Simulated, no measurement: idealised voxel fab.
process module | voxel self aligned contacts
cross-section cut | 260 nm wide | cells 5 nm
A cross-section is a grid of square cells, given in bands from the top down. A band is one or more rows of cells.
Each band's line starts with the height of the band's top and of its bottom, in nm. Then come its materials from left to right, each with its width in nm. One material with "throughout" fills the band from edge to edge. "air" is empty space.
Height 0 is the level under which the wafer as received is all one material. The lowest band goes on downwards, as in "0 down".
A width such as "30 to 40" changes by the same amount from each row of cells to the next, from the band's top row to its bottom row.
"no change" after a step means that no cell of the cross-section changed.
closed voids: empty space of 8 cells or more with no open way to the top, each as width x height at its distance from the left edge, in nm
after a step's settings: what the simulator itself notes on the step
overlay nm, on a step with a mask: how far to the right of its planned place the mask lay; to the left if negative
Each pair below shows a cross-section before one step and the cross-section after it, down to the lowest band that changed. The line under each pair gives the step between them, with its settings. The pairs can come from different runs of this module on the same starting wafer, so a pair continues from the pair above only where its "before" says so.
before
  70 to 55: air 50 | resist 25 | air 45 | resist 25 | air 45 | resist 25 | air 45
  55 to 45: air 50 | aC 25 | air 45 | aC 25 | air 45 | aC 25 | air 45
  45 to 25: SiN throughout
  25 to 5: polySi throughout
  5 to 0: SiO2 throughout
  0 down: Si throughout
  closed voids: none
after
  55 to 45: air 50 | aC 25 | air 45 | aC 25 | air 45 | aC 25 | air 45
  below 45: unchanged
  closed voids: none
the step between: op STRIP | etch materials resist
before: the cross-section after the pair above
after
  55 to 45: air 50 | aC 25 | air 45 | aC 25 | air 45 | aC 25 | air 45
  45 to 25: air 50 | SiN 25 | air 45 | SiN 25 | air 45 | SiN 25 | air 45
  below 25: unchanged
  closed voids: none
the step between: op DIRECTIONAL_ETCH | etch materials SiN | depth nm 20
before: the cross-section after the pair above
after
  55 to 45: air 50 | aC 25 | air 45 | aC 25 | air 45 | aC 25 | air 45
  45 to 25: air 50 | SiN 25 | air 45 | SiN 25 | air 45 | SiN 25 | air 45
  25 to 5: air 50 | polySi 25 | air 45 | polySi 25 | air 45 | polySi 25 | air 45
  below 5: unchanged
  closed voids: none
the step between: op DIRECTIONAL_ETCH | etch materials polySi | depth nm 20
before: the cross-section after the pair above
after
  45 to 25: air 50 | SiN 25 | air 45 | SiN 25 | air 45 | SiN 25 | air 45
  below 25: unchanged
  closed voids: none
the step between: op STRIP | etch materials aC
before: the cross-section after the pair above
after
  55 to 25: air 40 | SiN 45 | air 25 | SiN 45 | air 25 | SiN 45 | air 35
  25 to 15: air 40 | SiN 10 | polySi 25 | SiN 10 | air 25 | SiN 10 | polySi 25 | SiN 10 | air 25 | SiN 10 | polySi 25 | SiN 10 | air 35
  15 to 5: SiN 50 | polySi 25 | SiN 45 | polySi 25 | SiN 45 | polySi 25 | SiN 45
  below 5: unchanged
  closed voids: none
the step between: op CONFORMAL_DEP | material SiN | thk nm 10
before: the cross-section after the pair above
after
  45 to 25: air 40 | SiN 45 | air 25 | SiN 45 | air 25 | SiN 45 | air 35
  25 to 5: air 40 | SiN 10 | polySi 25 | SiN 10 | air 25 | SiN 10 | polySi 25 | SiN 10 | air 25 | SiN 10 | polySi 25 | SiN 10 | air 35
  below 5: unchanged
  closed voids: none
the step between: op DIRECTIONAL_ETCH | etch materials SiN | depth nm 10
before: the cross-section after the pair above
after
  65 to 45: SiO2 throughout
  45 to 25: SiO2 40 | SiN 45 | SiO2 25 | SiN 45 | SiO2 25 | SiN 45 | SiO2 35
  25 to 5: SiO2 40 | SiN 10 | polySi 25 | SiN 10 | SiO2 25 | SiN 10 | polySi 25 | SiN 10 | SiO2 25 | SiN 10 | polySi 25 | SiN 10 | SiO2 35
  below 5: unchanged
  closed voids: none
the step between: op FILL_DEP | material SiO2 | thk nm 20
before: the cross-section after the pair above
after
  55 to 45: SiO2 throughout
  below 45: unchanged
  closed voids: none
the step between: op CMP | height nm 55
before: the cross-section after the pair above
after
  55 to 45: SiO2 70 | air 50 | SiO2 20 | air 50 | SiO2 70
  45 to 25: SiO2 40 | SiN 45 | air 25 | SiN 45 | air 25 | SiN 45 | SiO2 35
  25 to 5: SiO2 40 | SiN 10 | polySi 25 | SiN 10 | air 25 | SiN 10 | polySi 25 | SiN 10 | air 25 | SiN 10 | polySi 25 | SiN 10 | SiO2 35
  5 to 0: SiO2 85 | air 25 | SiO2 45 | air 25 | SiO2 80
  below 0: unchanged
  closed voids: none
the step between: op MASKED_ETCH | tone open | mask id CONTACT | width nm 50 | pitch nm 70 | etch materials SiO2 | depth nm 55 | overlay nm 0
before: the cross-section after the pair above
after
  60 to 55: TiN 75 | air 40 | TiN 30 | air 40 | TiN 75
  55 to 45: SiO2 70 | TiN 5 to 20 | air 40 to 15 | TiN 5 to 15 | SiO2 20 | TiN 5 to 20 | air 40 to 15 | TiN 5 to 15 | SiO2 70
  45 to 25: SiO2 40 | SiN 45 | TiN 5 | air 15 | TiN 5 | SiN 45 | TiN 5 | air 15 | TiN 5 | SiN 45 | SiO2 35
  25 to 5: SiO2 40 | SiN 10 | polySi 25 | SiN 10 | TiN 5 | air 15 | TiN 5 | SiN 10 | polySi 25 | SiN 10 | TiN 5 | air 15 | TiN 5 | SiN 10 | polySi 25 | SiN 10 | SiO2 35
  5 to 0: SiO2 85 | TiN 25 | SiO2 45 | TiN 25 | SiO2 80
  below 0: unchanged
  closed voids: none
the step between: op CONFORMAL_DEP | material TiN | thk nm 5
before: the cross-section after the pair above
after
  65 to 60: W throughout
  60 to 55: TiN 75 | W 40 | TiN 30 | W 40 | TiN 75
  55 to 45: SiO2 70 | TiN 5 to 20 | W 40 to 15 | TiN 5 to 15 | SiO2 20 | TiN 5 to 20 | W 40 to 15 | TiN 5 to 15 | SiO2 70
  45 to 25: SiO2 40 | SiN 45 | TiN 5 | W 15 | TiN 5 | SiN 45 | TiN 5 | W 15 | TiN 5 | SiN 45 | SiO2 35
  25 to 5: SiO2 40 | SiN 10 | polySi 25 | SiN 10 | TiN 5 | W 15 | TiN 5 | SiN 10 | polySi 25 | SiN 10 | TiN 5 | W 15 | TiN 5 | SiN 10 | polySi 25 | SiN 10 | SiO2 35
  below 5: unchanged
  closed voids: none
the step between: op FILL_DEP | material W | thk nm 5
before: the cross-section after the pair above
after
  55 to 45: SiO2 70 | TiN 5 to 20 | W 40 to 15 | TiN 5 to 15 | SiO2 20 | TiN 5 to 20 | W 40 to 15 | TiN 5 to 15 | SiO2 70
  below 45: unchanged
  closed voids: none
the step between: op CMP | height nm 55
before: the cross-section after the pair above
after
  60 to 55: SiN throughout
  below 55: unchanged
  closed voids: none
the step between: op CONFORMAL_DEP | material SiN | thk nm 5
before
  55 to 45: SiO2 throughout
  45 to 25: SiO2 35 | SiN 50 | SiO2 20 | SiN 50 | SiO2 20 | SiN 50 | SiO2 35
  25 to 5: SiO2 35 | SiN 10 | polySi 30 | SiN 10 | SiO2 20 | SiN 10 | polySi 30 | SiN 10 | SiO2 20 | SiN 10 | polySi 30 | SiN 10 | SiO2 35
  5 to 0: SiO2 throughout
  0 down: Si throughout
  closed voids: none
after
  55 to 45: SiO2 60 | air 50 | SiO2 20 | air 50 | SiO2 80
  45 to 25: SiO2 35 | SiN 50 | air 20 | SiN 50 | air 20 | SiN 50 | SiO2 35
  25 to 5: SiO2 35 | SiN 10 | polySi 30 | SiN 10 | air 20 | SiN 10 | polySi 30 | SiN 10 | air 20 | SiN 10 | polySi 30 | SiN 10 | SiO2 35
  5 to 0: SiO2 85 | air 20 | SiO2 50 | air 20 | SiO2 85
  below 0: unchanged
  closed voids: none
the step between: op MASKED_ETCH | tone open | mask id CONTACT | width nm 50 | pitch nm 70 | etch materials SiO2 | depth nm 55 | overlay nm -10
before: the cross-section after the pair above
after
  60 to 55: TiN 65 | air 40 | TiN 30 | air 40 | TiN 85
  55 to 45: SiO2 60 | TiN 5 to 30 | air 40 to 10 | TiN 5 to 10 | SiO2 20 | TiN 5 to 30 | air 40 to 10 | TiN 5 to 10 | SiO2 80
  45 to 25: SiO2 35 | SiN 50 | TiN 5 | air 10 | TiN 5 | SiN 50 | TiN 5 | air 10 | TiN 5 | SiN 50 | SiO2 35
  25 to 5: SiO2 35 | SiN 10 | polySi 30 | SiN 10 | TiN 5 | air 10 | TiN 5 | SiN 10 | polySi 30 | SiN 10 | TiN 5 | air 10 | TiN 5 | SiN 10 | polySi 30 | SiN 10 | SiO2 35
  5 to 0: SiO2 85 | TiN 20 | SiO2 50 | TiN 20 | SiO2 85
  below 0: unchanged
  closed voids: none
the step between: op CONFORMAL_DEP | material TiN | thk nm 5
before: the cross-section after the pair above
after
  65 to 60: W throughout
  60 to 55: TiN 65 | W 40 | TiN 30 | W 40 | TiN 85
  55 to 45: SiO2 60 | TiN 5 to 30 | W 40 to 10 | TiN 5 to 10 | SiO2 20 | TiN 5 to 30 | W 40 to 10 | TiN 5 to 10 | SiO2 80
  45 to 25: SiO2 35 | SiN 50 | TiN 5 | W 10 | TiN 5 | SiN 50 | TiN 5 | W 10 | TiN 5 | SiN 50 | SiO2 35
  25 to 5: SiO2 35 | SiN 10 | polySi 30 | SiN 10 | TiN 5 | W 10 | TiN 5 | SiN 10 | polySi 30 | SiN 10 | TiN 5 | W 10 | TiN 5 | SiN 10 | polySi 30 | SiN 10 | SiO2 35
  below 5: unchanged
  closed voids: none
the step between: op FILL_DEP | material W | thk nm 5
before: the cross-section after the pair above
after
  55 to 45: SiO2 60 | TiN 5 to 30 | W 40 to 10 | TiN 5 to 10 | SiO2 20 | TiN 5 to 30 | W 40 to 10 | TiN 5 to 10 | SiO2 80
  below 45: unchanged
  closed voids: none
the step between: op CMP | height nm 55
before: the cross-section after the pair above
after
  60 to 55: SiN throughout
  below 55: unchanged
  closed voids: none
the step between: op CONFORMAL_DEP | material SiN | thk nm 5
before
  45 to 25: air 35 | SiN 50 | air 20 | SiN 50 | air 20 | SiN 50 | air 35
  25 to 5: air 35 | SiN 10 | polySi 30 | SiN 10 | air 20 | SiN 10 | polySi 30 | SiN 10 | air 20 | SiN 10 | polySi 30 | SiN 10 | air 35
  5 to 0: SiO2 throughout
  0 down: Si throughout
  closed voids: none
after
  65 to 45: aC throughout
  45 to 25: aC 35 | SiN 50 | aC 20 | SiN 50 | aC 20 | SiN 50 | aC 35
  25 to 5: aC 35 | SiN 10 | polySi 30 | SiN 10 | aC 20 | SiN 10 | polySi 30 | SiN 10 | aC 20 | SiN 10 | polySi 30 | SiN 10 | aC 35
  below 5: unchanged
  closed voids: none
the step between: op FILL_DEP | material aC | thk nm 20
before: the cross-section after the pair above
after
  55 to 45: aC throughout
  below 45: unchanged
  closed voids: none
the step between: op CMP | height nm 55
before: the cross-section after the pair above
after
  60 to 55: TiN throughout
  below 55: unchanged
  closed voids: none
the step between: op CONFORMAL_DEP | material TiN | thk nm 5
before: the cross-section after the pair above
after
  65 to 60: W throughout
  below 60: unchanged
  closed voids: none
the step between: op FILL_DEP | material W | thk nm 5
before: the cross-section after the pair above
after
  55 to 45: aC throughout
  below 45: unchanged
  closed voids: none
the step between: op CMP | height nm 55
before: the cross-section after the pair above
after
  60 to 55: SiN throughout
  below 55: unchanged
  closed voids: none
the step between: op CONFORMAL_DEP | material SiN | thk nm 5
before
  55 to 45: aC throughout
  45 to 25: SiN throughout
  25 to 5: polySi throughout
  5 to 0: SiO2 throughout
  0 down: Si throughout
  closed voids: none
after
  80 to 55: resist 45 | air 30 | resist 40 | air 30 | resist 40 | air 30 | resist 45
  below 55: unchanged
  closed voids: none
the step between: op PATTERN | tone open | mask id GATE | material resist | width nm 30 | pitch nm 70 | thk nm 25 | overlay nm 0
before: the cross-section after the pair above
after
  70 to 55: resist 45 | air 30 | resist 40 | air 30 | resist 40 | air 30 | resist 45
  55 to 45: aC 45 | air 30 | aC 40 | air 30 | aC 40 | air 30 | aC 45
  below 45: unchanged
  closed voids: none
the step between: op DIRECTIONAL_ETCH | etch materials aC | depth nm 10
before: the cross-section after the pair above
after
  55 to 45: aC 45 | air 30 | aC 40 | air 30 | aC 40 | air 30 | aC 45
  below 45: unchanged
  closed voids: none
the step between: op STRIP | etch materials resist
before: the cross-section after the pair above
after
  55 to 45: aC 45 | air 30 | aC 40 | air 30 | aC 40 | air 30 | aC 45
  45 to 25: SiN 45 | air 30 | SiN 40 | air 30 | SiN 40 | air 30 | SiN 45
  below 25: unchanged
  closed voids: none
the step between: op DIRECTIONAL_ETCH | etch materials SiN | depth nm 20
before: the cross-section after the pair above
after
  55 to 45: aC 45 | air 30 | aC 40 | air 30 | aC 40 | air 30 | aC 45
  45 to 25: SiN 45 | air 30 | SiN 40 | air 30 | SiN 40 | air 30 | SiN 45
  25 to 5: polySi 45 | air 30 | polySi 40 | air 30 | polySi 40 | air 30 | polySi 45
  below 5: unchanged
  closed voids: none
the step between: op DIRECTIONAL_ETCH | etch materials polySi | depth nm 20
before: the cross-section after the pair above
after
  45 to 25: SiN 45 | air 30 | SiN 40 | air 30 | SiN 40 | air 30 | SiN 45
  below 25: unchanged
  closed voids: none
the step between: op STRIP | etch materials aC
before: the cross-section after the pair above
after
  55 to 25: SiN 55 | air 10 | SiN 60 | air 10 | SiN 60 | air 10 | SiN 55
  25 to 15: polySi 45 | SiN 10 | air 10 | SiN 10 | polySi 40 | SiN 10 | air 10 | SiN 10 | polySi 40 | SiN 10 | air 10 | SiN 10 | polySi 45
  15 to 5: polySi 45 | SiN 30 | polySi 40 | SiN 30 | polySi 40 | SiN 30 | polySi 45
  below 5: unchanged
  closed voids: none
the step between: op CONFORMAL_DEP | material SiN | thk nm 10
before: the cross-section after the pair above
after
  45 to 25: SiN 55 | air 10 | SiN 60 | air 10 | SiN 60 | air 10 | SiN 55
  25 to 5: polySi 45 | SiN 10 | air 10 | SiN 10 | polySi 40 | SiN 10 | air 10 | SiN 10 | polySi 40 | SiN 10 | air 10 | SiN 10 | polySi 45
  below 5: unchanged
  closed voids: none
the step between: op DIRECTIONAL_ETCH | etch materials SiN | depth nm 10
before: the cross-section after the pair above
after
  65 to 45: SiO2 throughout
  45 to 25: SiN 55 | SiO2 10 | SiN 60 | SiO2 10 | SiN 60 | SiO2 10 | SiN 55
  25 to 5: polySi 45 | SiN 10 | SiO2 10 | SiN 10 | polySi 40 | SiN 10 | SiO2 10 | SiN 10 | polySi 40 | SiN 10 | SiO2 10 | SiN 10 | polySi 45
  below 5: unchanged
  closed voids: none
the step between: op FILL_DEP | material SiO2 | thk nm 20
before: the cross-section after the pair above
after
  55 to 45: SiO2 throughout
  below 45: unchanged
  closed voids: none
the step between: op CMP | height nm 55
before: the cross-section after the pair above
after
  55 to 45: SiO2 70 | air 50 | SiO2 20 | air 50 | SiO2 70
  below 45: unchanged
  closed voids: none
the step between: op MASKED_ETCH | tone open | mask id CONTACT | width nm 50 | pitch nm 70 | etch materials SiO2 | depth nm 55 | overlay nm 0
before: the cross-section after the pair above
after
  60 to 55: TiN 75 | air 40 | TiN 30 | air 40 | TiN 75
  55 to 50: SiO2 70 | TiN 5 | air 40 | TiN 5 | SiO2 20 | TiN 5 | air 40 | TiN 5 | SiO2 70
  50 to 45: SiO2 70 | TiN 50 | SiO2 20 | TiN 50 | SiO2 70
  below 45: unchanged
  closed voids: none
the step between: op CONFORMAL_DEP | material TiN | thk nm 5
before: the cross-section after the pair above
after
  65 to 60: W throughout
  60 to 55: TiN 75 | W 40 | TiN 30 | W 40 | TiN 75
  55 to 50: SiO2 70 | TiN 5 | W 40 | TiN 5 | SiO2 20 | TiN 5 | W 40 | TiN 5 | SiO2 70
  below 50: unchanged
  closed voids: none
the step between: op FILL_DEP | material W | thk nm 5
before: the cross-section after the pair above
after
  55 to 50: SiO2 70 | TiN 5 | W 40 | TiN 5 | SiO2 20 | TiN 5 | W 40 | TiN 5 | SiO2 70
  below 50: unchanged
  closed voids: none
the step between: op CMP | height nm 55
before: the cross-section after the pair above
after
  60 to 55: SiN throughout
  below 55: unchanged
  closed voids: none
the step between: op CONFORMAL_DEP | material SiN | thk nm 5
